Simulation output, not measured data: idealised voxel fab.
This is a process module. Its name is voxel gate over fins.
Cross-section cut spans 265 nm and uses square cells 5 nm in size.
Cross-section format: a grid of square cells, given as bands from top to bottom; each band is one or more rows of cells.
The entry gives the band's vertical extent as a top height and a bottom height in nm, then its horizontal make-up as materials from left to right, each with a width in nm. "blank" stands for empty space; a single material marked "throughout" fills the band edge to edge.
It should be noted that heights are counted from 0, beneath which the wafer as supplied is of one material throughout, and that the lowest band possesses no lower boundary but continues downward, as written in "0 down".
A two-number width, for instance "30 to 40", indicates that the width is equal to the first number in the top row of the band and to the second number in the bottom row, and that it changes by a constant amount per row of cells.
The designation "nothing different", where it is given for a processing step, indicates that no cell of the cross-section was altered in the course of that step.
Look at "Voids, sealed" for the closed voids: empty spaces with no open path to the top, sized 8 cells or up. Each is width x height at distance, distance from the left edge, all nm.
It should be noted that, on the line of a given step, the content following the step's settings is a remark produced by the simulator itself with respect to that step.
What "overlay nm" on a step's line means: if the step has a mask, that mask lay this far to the right of its planned place, or, when the value is negative, to the left.
These are the steps we planned for the process
1,RECEIVE: material Si
2,CONFORMAL_DEP: material SiN, thk nm 10
3,MASKED_ETCH: tone cover, mask id FINS, width nm 15, pitch nm 45, etch materials SiN, depth nm 10, overlay nm 0
4,MASKED_ETCH: tone cover, mask id FINS, width nm 15, pitch nm 45, etch materials Si, depth nm 30, overlay nm 0
5,OXIDIZE: depth nm 5
6,FILL_DEP: material SiO2, thk nm 5
7,CMP: height nm 10
8,SELECTIVE_ETCH: etch materials SiO2, depth nm 25
9,STRIP: etch materials SiN
10,CONFORMAL_DEP: material HfO2, thk nm 5
11,CONFORMAL_DEP: material TiN, thk nm 5
12,CONFORMAL_DEP: material TiAl, thk nm 5
13,CONFORMAL_DEP: material TiN, thk nm 5
14,FILL_DEP: material W, thk nm 10
15,CMP: height nm 25
16,CONFORMAL_DEP: material SiCN, thk nm 10
First wafer out of two, processed as planned
This is the cross-section of the wafer as we received it, i.e. after step 1
> 0 down = Si throughout
> Voids, sealed: none
Step 2 complete: cross-section through the wafer
> 10 to 0 = SiN throughout
> Rest of section, below 0: as before.
Step 3 complete: cross-section through the wafer
> 10 to 0 = blank 55 nm | SiN 15 nm | blank 30 nm | SiN 15 nm | blank 30 nm | SiN 15 nm | blank 30 nm | SiN 15 nm | blank 60 nm
> Rest of section, below 0: as before.
Step 4 complete: cross-section through the wafer
> 10 to 0 = blank 55 nm | SiN 15 nm | blank 30 nm | SiN 15 nm | blank 30 nm | SiN 15 nm | blank 30 nm | SiN 15 nm | blank 60 nm
> 0 to -30 = blank 55 nm | Si 15 nm | blank 30 nm | Si 15 nm | blank 30 nm | Si 15 nm | blank 30 nm | Si 15 nm | blank 60 nm
> Rest of section, below -30: as before.
Step 5 complete: cross-section through the wafer
> 10 to 0 = blank 55 nm | SiN 15 nm | blank 30 nm | SiN 15 nm | blank 30 nm | SiN 15 nm | blank 30 nm | SiN 15 nm | blank 60 nm
> 0 to -30 = blank 55 nm | SiO2 5 nm | Si 5 nm | SiO2 5 nm | blank 30 nm | SiO2 5 nm | Si 5 nm | SiO2 5 nm | blank 30 nm | SiO2 5 nm | Si 5 nm | SiO2 5 nm | blank 30 nm | SiO2 5 nm | Si 5 nm | SiO2 5 nm | blank 60 nm
> -30 to -35 = SiO2 60 nm | Si 5 nm | SiO2 40 nm | Si 5 nm | SiO2 40 nm | Si 5 nm | SiO2 40 nm | Si 5 nm | SiO2 65 nm
> Rest of section, below -35: as before.
Step 6 complete: cross-section through the wafer
> 15 to 10 = SiO2 throughout
> 10 to 0 = SiO2 55 nm | SiN 15 nm | SiO2 30 nm | SiN 15 nm | SiO2 30 nm | SiN 15 nm | SiO2 30 nm | SiN 15 nm | SiO2 60 nm
> 0 to -35 = SiO2 60 nm | Si 5 nm | SiO2 40 nm | Si 5 nm | SiO2 40 nm | Si 5 nm | SiO2 40 nm | Si 5 nm | SiO2 65 nm
> Rest of section, below -35: as before.
Step 7 complete: cross-section through the wafer
> 10 to 0 = SiO2 55 nm | SiN 15 nm | SiO2 30 nm | SiN 15 nm | SiO2 30 nm | SiN 15 nm | SiO2 30 nm | SiN 15 nm | SiO2 60 nm
> Rest of section, below 0: as before.
Step 8 complete: cross-section through the wafer
> 10 to 0 = blank 55 nm | SiN 15 nm | blank 30 nm | SiN 15 nm | blank 30 nm | SiN 15 nm | blank 30 nm | SiN 15 nm | blank 60 nm
> 0 to -15 = blank 60 nm | Si 5 nm | blank 40 nm | Si 5 nm | blank 40 nm | Si 5 nm | blank 40 nm | Si 5 nm | blank 65 nm
> Rest of section, below -15: as before.
Step 9 complete: cross-section through the wafer
> 0 to -15 = blank 60 nm | Si 5 nm | blank 40 nm | Si 5 nm | blank 40 nm | Si 5 nm | blank 40 nm | Si 5 nm | blank 65 nm
> Rest of section, below -15: as before.
Step 10 complete: cross-section through the wafer
> 5 to 0 = blank 55 nm | HfO2 15 nm | blank 30 nm | HfO2 15 nm | blank 30 nm | HfO2 15 nm | blank 30 nm | HfO2 15 nm | blank 60 nm
> 0 to -10 = blank 55 nm | HfO2 5 nm | Si 5 nm | HfO2 5 nm | blank 30 nm | HfO2 5 nm | Si 5 nm | HfO2 5 nm | blank 30 nm | HfO2 5 nm | Si 5 nm | HfO2 5 nm | blank 30 nm | HfO2 5 nm | Si 5 nm | HfO2 5 nm | blank 60 nm
> -10 to -15 = HfO2 60 nm | Si 5 nm | HfO2 40 nm | Si 5 nm | HfO2 40 nm | Si 5 nm | HfO2 40 nm | Si 5 nm | HfO2 65 nm
> Rest of section, below -15: as before.
Step 11 complete: cross-section through the wafer
> 10 to 5 = blank 50 nm | TiN 25 nm | blank 20 nm | TiN 25 nm | blank 20 nm | TiN 25 nm | blank 20 nm | TiN 25 nm | blank 55 nm
> 5 to 0 = blank 50 nm | TiN 5 nm | HfO2 15 nm | TiN 5 nm | blank 20 nm | TiN 5 nm | HfO2 15 nm | TiN 5 nm | blank 20 nm | TiN 5 nm | HfO2 15 nm | TiN 5 nm | blank 20 nm | TiN 5 nm | HfO2 15 nm | TiN 5 nm | blank 55 nm
> 0 to -5 = blank 50 nm | TiN 5 nm | HfO2 5 nm | Si 5 nm | HfO2 5 nm | TiN 5 nm | blank 20 nm | TiN 5 nm | HfO2 5 nm | Si 5 nm | HfO2 5 nm | TiN 5 nm | blank 20 nm | TiN 5 nm | HfO2 5 nm | Si 5 nm | HfO2 5 nm | TiN 5 nm | blank 20 nm | TiN 5 nm | HfO2 5 nm | Si 5 nm | HfO2 5 nm | TiN 5 nm | blank 55 nm
> -5 to -10 = TiN 55 nm | HfO2 5 nm | Si 5 nm | HfO2 5 nm | TiN 30 nm | HfO2 5 nm | Si 5 nm | HfO2 5 nm | TiN 30 nm | HfO2 5 nm | Si 5 nm | HfO2 5 nm | TiN 30 nm | HfO2 5 nm | Si 5 nm | HfO2 5 nm | TiN 60 nm
> Rest of section, below -10: as before.
Step 12 complete: cross-section through the wafer
> 15 to 10 = blank 45 nm | TiAl 35 nm | blank 10 nm | TiAl 35 nm | blank 10 nm | TiAl 35 nm | blank 10 nm | TiAl 35 nm | blank 50 nm
> 10 to 5 = blank 45 nm | TiAl 5 nm | TiN 25 nm | TiAl 5 nm | blank 10 nm | TiAl 5 nm | TiN 25 nm | TiAl 5 nm | blank 10 nm | TiAl 5 nm | TiN 25 nm | TiAl 5 nm | blank 10 nm | TiAl 5 nm | TiN 25 nm | TiAl 5 nm | blank 50 nm
> 5 to 0 = blank 45 nm | TiAl 5 nm | TiN 5 nm | HfO2 15 nm | TiN 5 nm | TiAl 5 nm | blank 10 nm | TiAl 5 nm | TiN 5 nm | HfO2 15 nm | TiN 5 nm | TiAl 5 nm | blank 10 nm | TiAl 5 nm | TiN 5 nm | HfO2 15 nm | TiN 5 nm | TiAl 5 nm | blank 10 nm | TiAl 5 nm | TiN 5 nm | HfO2 15 nm | TiN 5 nm | TiAl 5 nm | blank 50 nm
> 0 to -5 = TiAl 50 nm | TiN 5 nm | HfO2 5 nm | Si 5 nm | HfO2 5 nm | TiN 5 nm | TiAl 20 nm | TiN 5 nm | HfO2 5 nm | Si 5 nm | HfO2 5 nm | TiN 5 nm | TiAl 20 nm | TiN 5 nm | HfO2 5 nm | Si 5 nm | HfO2 5 nm | TiN 5 nm | TiAl 20 nm | TiN 5 nm | HfO2 5 nm | Si 5 nm | HfO2 5 nm | TiN 5 nm | TiAl 55 nm
> Rest of section, below -5: as before.
Step 13 complete: cross-section through the wafer
> 20 to 15 = blank 40 nm | TiN 180 nm | blank 45 nm
> 15 to 10 = blank 40 nm | TiN 5 nm | TiAl 35 nm | TiN 10 nm | TiAl 35 nm | TiN 10 nm | TiAl 35 nm | TiN 10 nm | TiAl 35 nm | TiN 5 nm | blank 45 nm
> 10 to 5 = blank 40 nm | TiN 5 nm | TiAl 5 nm | TiN 25 nm | TiAl 5 nm | TiN 10 nm | TiAl 5 nm | TiN 25 nm | TiAl 5 nm | TiN 10 nm | TiAl 5 nm | TiN 25 nm | TiAl 5 nm | TiN 10 nm | TiAl 5 nm | TiN 25 nm | TiAl 5 nm | TiN 5 nm | blank 45 nm
> 5 to 0 = TiN 45 nm | TiAl 5 nm | TiN 5 nm | HfO2 15 nm | TiN 5 nm | TiAl 5 nm | TiN 10 nm | TiAl 5 nm | TiN 5 nm | HfO2 15 nm | TiN 5 nm | TiAl 5 nm | TiN 10 nm | TiAl 5 nm | TiN 5 nm | HfO2 15 nm | TiN 5 nm | TiAl 5 nm | TiN 10 nm | TiAl 5 nm | TiN 5 nm | HfO2 15 nm | TiN 5 nm | TiAl 5 nm | TiN 50 nm
> Rest of section, below 0: as before.
Step 14 complete: cross-section through the wafer
> 30 to 20 = W throughout
> 20 to 15 = W 40 nm | TiN 180 nm | W 45 nm
> 15 to 10 = W 40 nm | TiN 5 nm | TiAl 35 nm | TiN 10 nm | TiAl 35 nm | TiN 10 nm | TiAl 35 nm | TiN 10 nm | TiAl 35 nm | TiN 5 nm | W 45 nm
> 10 to 5 = W 40 nm | TiN 5 nm | TiAl 5 nm | TiN 25 nm | TiAl 5 nm | TiN 10 nm | TiAl 5 nm | TiN 25 nm | TiAl 5 nm | TiN 10 nm | TiAl 5 nm | TiN 25 nm | TiAl 5 nm | TiN 10 nm | TiAl 5 nm | TiN 25 nm | TiAl 5 nm | TiN 5 nm | W 45 nm
> Rest of section, below 5: as before.
Step 15 complete: cross-section through the wafer
> 25 to 20 = W throughout
> Rest of section, below 20: as before.
Step 16 complete: cross-section through the wafer
> 35 to 25 = SiCN throughout
> Rest of section, below 25: as before.
Second wafer, same starting conditions and recipe as the first, one mistake in executing it, nothing differs from the first up to and including step 3
Second wafer cross-section, taken as of the time the plan sets for step 4 to be done
> 10 to 0 = blank 55 nm | SiN 15 nm | blank 30 nm | SiN 15 nm | blank 30 nm | SiN 15 nm | blank 30 nm | SiN 15 nm | blank 60 nm
> 0 to -60 = blank 55 nm | Si 15 nm | blank 30 nm | Si 15 nm | blank 30 nm | Si 15 nm | blank 30 nm | Si 15 nm | blank 60 nm
> Rest of section, below -60: as before.
Second wafer cross-section, taken as of the time the plan sets for step 5 to be done
> 10 to 0 = blank 55 nm | SiN 15 nm | blank 30 nm | SiN 15 nm | blank 30 nm | SiN 15 nm | blank 30 nm | SiN 15 nm | blank 60 nm
> 0 to -60 = blank 55 nm | SiO2 5 nm | Si 5 nm | SiO2 5 nm | blank 30 nm | SiO2 5 nm | Si 5 nm | SiO2 5 nm | blank 30 nm | SiO2 5 nm | Si 5 nm | SiO2 5 nm | blank 30 nm | SiO2 5 nm | Si 5 nm | SiO2 5 nm | blank 60 nm
> -60 to -65 = SiO2 60 nm | Si 5 nm | SiO2 40 nm | Si 5 nm | SiO2 40 nm | Si 5 nm | SiO2 40 nm | Si 5 nm | SiO2 65 nm
> Rest of section, below -65: as before.
Second wafer cross-section, taken as of the time the plan sets for step 6 to be done
> 15 to 10 = SiO2 throughout
> 10 to 0 = SiO2 55 nm | SiN 15 nm | SiO2 30 nm | SiN 15 nm | SiO2 30 nm | SiN 15 nm | SiO2 30 nm | SiN 15 nm | SiO2 60 nm
> 0 to -65 = SiO2 60 nm | Si 5 nm | SiO2 40 nm | Si 5 nm | SiO2 40 nm | Si 5 nm | SiO2 40 nm | Si 5 nm | SiO2 65 nm
> Rest of section, below -65: as before.
Second wafer cross-section, taken as of the time the plan sets for step 7 to be done
> 10 to 0 = SiO2 55 nm | SiN 15 nm | SiO2 30 nm | SiN 15 nm | SiO2 30 nm | SiN 15 nm | SiO2 30 nm | SiN 15 nm | SiO2 60 nm
> Rest of section, below 0: as before.
Second wafer cross-section, taken as of the time the plan sets for step 8 to be done
> 10 to 0 = blank 55 nm | SiN 15 nm | blank 30 nm | SiN 15 nm | blank 30 nm | SiN 15 nm | blank 30 nm | SiN 15 nm | blank 60 nm
> 0 to -15 = blank 60 nm | Si 5 nm | blank 40 nm | Si 5 nm | blank 40 nm | Si 5 nm | blank 40 nm | Si 5 nm | blank 65 nm
> Rest of section, below -15: as before.
Second wafer cross-section, taken as of the time the plan sets for step 9 to be done
> 0 to -15 = blank 60 nm | Si 5 nm | blank 40 nm | Si 5 nm | blank 40 nm | Si 5 nm | blank 40 nm | Si 5 nm | blank 65 nm
> Rest of section, below -15: as before.
Second wafer cross-section, taken as of the time the plan sets for step 10 to be done
> 5 to 0 = blank 55 nm | HfO2 15 nm | blank 30 nm | HfO2 15 nm | blank 30 nm | HfO2 15 nm | blank 30 nm | HfO2 15 nm | blank 60 nm
> 0 to -10 = blank 55 nm | HfO2 5 nm | Si 5 nm | HfO2 5 nm | blank 30 nm | HfO2 5 nm | Si 5 nm | HfO2 5 nm | blank 30 nm | HfO2 5 nm | Si 5 nm | HfO2 5 nm | blank 30 nm | HfO2 5 nm | Si 5 nm | HfO2 5 nm | blank 60 nm
> -10 to -15 = HfO2 60 nm | Si 5 nm | HfO2 40 nm | Si 5 nm | HfO2 40 nm | Si 5 nm | HfO2 40 nm | Si 5 nm | HfO2 65 nm
> Rest of section, below -15: as before.
Second wafer cross-section, taken as of the time the plan sets for step 11 to be done
> 10 to 5 = blank 50 nm | TiN 25 nm | blank 20 nm | TiN 25 nm | blank 20 nm | TiN 25 nm | blank 20 nm | TiN 25 nm | blank 55 nm
> 5 to 0 = blank 50 nm | TiN 5 nm | HfO2 15 nm | TiN 5 nm | blank 20 nm | TiN 5 nm | HfO2 15 nm | TiN 5 nm | blank 20 nm | TiN 5 nm | HfO2 15 nm | TiN 5 nm | blank 20 nm | TiN 5 nm | HfO2 15 nm | TiN 5 nm | blank 55 nm
> 0 to -5 = blank 50 nm | TiN 5 nm | HfO2 5 nm | Si 5 nm | HfO2 5 nm | TiN 5 nm | blank 20 nm | TiN 5 nm | HfO2 5 nm | Si 5 nm | HfO2 5 nm | TiN 5 nm | blank 20 nm | TiN 5 nm | HfO2 5 nm | Si 5 nm | HfO2 5 nm | TiN 5 nm | blank 20 nm | TiN 5 nm | HfO2 5 nm | Si 5 nm | HfO2 5 nm | TiN 5 nm | blank 55 nm
> -5 to -10 = TiN 55 nm | HfO2 5 nm | Si 5 nm | HfO2 5 nm | TiN 30 nm | HfO2 5 nm | Si 5 nm | HfO2 5 nm | TiN 30 nm | HfO2 5 nm | Si 5 nm | HfO2 5 nm | TiN 30 nm | HfO2 5 nm | Si 5 nm | HfO2 5 nm | TiN 60 nm
> Rest of section, below -10: as before.
Second wafer cross-section, taken as of the time the plan sets for step 12 to be done
> 15 to 10 = blank 45 nm | TiAl 35 nm | blank 10 nm | TiAl 35 nm | blank 10 nm | TiAl 35 nm | blank 10 nm | TiAl 35 nm | blank 50 nm
> 10 to 5 = blank 45 nm | TiAl 5 nm | TiN 25 nm | TiAl 5 nm | blank 10 nm | TiAl 5 nm | TiN 25 nm | TiAl 5 nm | blank 10 nm | TiAl 5 nm | TiN 25 nm | TiAl 5 nm | blank 10 nm | TiAl 5 nm | TiN 25 nm | TiAl 5 nm | blank 50 nm
> 5 to 0 = blank 45 nm | TiAl 5 nm | TiN 5 nm | HfO2 15 nm | TiN 5 nm | TiAl 5 nm | blank 10 nm | TiAl 5 nm | TiN 5 nm | HfO2 15 nm | TiN 5 nm | TiAl 5 nm | blank 10 nm | TiAl 5 nm | TiN 5 nm | HfO2 15 nm | TiN 5 nm | TiAl 5 nm | blank 10 nm | TiAl 5 nm | TiN 5 nm | HfO2 15 nm | TiN 5 nm | TiAl 5 nm | blank 50 nm
> 0 to -5 = TiAl 50 nm | TiN 5 nm | HfO2 5 nm | Si 5 nm | HfO2 5 nm | TiN 5 nm | TiAl 20 nm | TiN 5 nm | HfO2 5 nm | Si 5 nm | HfO2 5 nm | TiN 5 nm | TiAl 20 nm | TiN 5 nm | HfO2 5 nm | Si 5 nm | HfO2 5 nm | TiN 5 nm | TiAl 20 nm | TiN 5 nm | HfO2 5 nm | Si 5 nm | HfO2 5 nm | TiN 5 nm | TiAl 55 nm
> Rest of section, below -5: as before.
Second wafer cross-section, taken as of the time the plan sets for step 13 to be done
> 20 to 15 = blank 40 nm | TiN 180 nm | blank 45 nm
> 15 to 10 = blank 40 nm | TiN 5 nm | TiAl 35 nm | TiN 10 nm | TiAl 35 nm | TiN 10 nm | TiAl 35 nm | TiN 10 nm | TiAl 35 nm | TiN 5 nm | blank 45 nm
> 10 to 5 = blank 40 nm | TiN 5 nm | TiAl 5 nm | TiN 25 nm | TiAl 5 nm | TiN 10 nm | TiAl 5 nm | TiN 25 nm | TiAl 5 nm | TiN 10 nm | TiAl 5 nm | TiN 25 nm | TiAl 5 nm | TiN 10 nm | TiAl 5 nm | TiN 25 nm | TiAl 5 nm | TiN 5 nm | blank 45 nm
> 5 to 0 = TiN 45 nm | TiAl 5 nm | TiN 5 nm | HfO2 15 nm | TiN 5 nm | TiAl 5 nm | TiN 10 nm | TiAl 5 nm | TiN 5 nm | HfO2 15 nm | TiN 5 nm | TiAl 5 nm | TiN 10 nm | TiAl 5 nm | TiN 5 nm | HfO2 15 nm | TiN 5 nm | TiAl 5 nm | TiN 10 nm | TiAl 5 nm | TiN 5 nm | HfO2 15 nm | TiN 5 nm | TiAl 5 nm | TiN 50 nm
> Rest of section, below 0: as before.
Second wafer cross-section, taken as of the time the plan sets for step 14 to be done
> 30 to 20 = W throughout
> 20 to 15 = W 40 nm | TiN 180 nm | W 45 nm
> 15 to 10 = W 40 nm | TiN 5 nm | TiAl 35 nm | TiN 10 nm | TiAl 35 nm | TiN 10 nm | TiAl 35 nm | TiN 10 nm | TiAl 35 nm | TiN 5 nm | W 45 nm
> 10 to 5 = W 40 nm | TiN 5 nm | TiAl 5 nm | TiN 25 nm | TiAl 5 nm | TiN 10 nm | TiAl 5 nm | TiN 25 nm | TiAl 5 nm | TiN 10 nm | TiAl 5 nm | TiN 25 nm | TiAl 5 nm | TiN 10 nm | TiAl 5 nm | TiN 25 nm | TiAl 5 nm | TiN 5 nm | W 45 nm
> Rest of section, below 5: as before.
Second wafer cross-section, taken as of the time the plan sets for step 15 to be done
> 25 to 20 = W throughout
> Rest of section, below 20: as before.
Second wafer cross-section, taken as of the time the plan sets for step 16 to be done
> 35 to 25 = SiCN throughout
> Rest of section, below 25: as before.
Short version of what went wrong: heads up, step 4 of the plan got done twice
Wafer comparison, final, in cells, second relative to first, materials more or fewer: Si: 294 fewer; SiO2: 294 more
